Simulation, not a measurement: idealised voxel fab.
process module | voxel released beams
cross-section cut | 140 nm wide | cells 5 nm
A cross-section is a grid of square cells, given in bands from the top down. A band is one or more rows of cells.
Each band's line starts with the height of the band's top and of its bottom, in nm. Then come its materials from left to right, each with its width in nm. One material with "throughout" fills the band from edge to edge. "air" is empty space.
Height 0 is the level under which the wafer as received is all one material. The lowest band goes on downwards, as in "0 down".
A width such as "30 to 40" changes by the same amount from each row of cells to the next, from the band's top row to its bottom row.
"no change" after a step means that no cell of the cross-section changed.
closed voids: empty space of 8 cells or more with no open way to the top, each as width x height at its distance from the left edge, in nm
after a step's settings: what the simulator itself notes on the step
overlay nm, on a step with a mask: how far to the right of its planned place the mask lay; to the left if negative
plan
1 op RECEIVE | material Si
2 op CONFORMAL_DEP | material Al2O3 | thk nm 10
3 op DIRECTIONAL_DEP | material SiO2 | thk nm 20
4 op DIRECTIONAL_DEP | material aC | thk nm 10
5 op PATTERN | tone open | mask id ANCHOR | material resist | width nm 35 | thk nm 25 | overlay nm 0
6 op DIRECTIONAL_ETCH | etch materials aC | depth nm 10
7 op STRIP | etch materials resist
8 op DIRECTIONAL_ETCH | etch materials SiO2 | depth nm 20
9 op STRIP | etch materials aC
10 op CONFORMAL_DEP | material W | thk nm 15
11 op MASKED_ETCH | tone cover | mask id BEAM | width nm 105 | etch materials W | depth nm 15 | overlay nm 0
12 op STRIP | etch materials SiO2
as received, after step 1
  0 down: Si throughout
  closed voids: none
first wafer at the end, as planned
  45 to 30: air 15 | W 20 | air 5 | W 80 | air 20
  30 to 25: air 20 | W 15 | air 5 | W 15 | air 85
  25 to 10: air 20 | W 35 | air 85
  10 to 0: Al2O3 throughout
  0 down: Si throughout
  closed voids: none
second wafer at the end: like start, like plan, one mistake
  45 to 30: air 15 | W 15 | air 5 | W 85 | air 20
  30 to 25: air 15 | W 15 | air 5 | W 15 | air 90
  25 to 10: air 15 | W 35 | air 90
  10 to 0: Al2O3 throughout
  0 down: Si throughout
  closed voids: none
what went wrong: step 5 ran as: op PATTERN | tone open | mask id ANCHOR | material resist | width nm 35 | thk nm 25 | overlay nm -5
at the end the second wafer has, in cells: as many of each material as the first, in other places
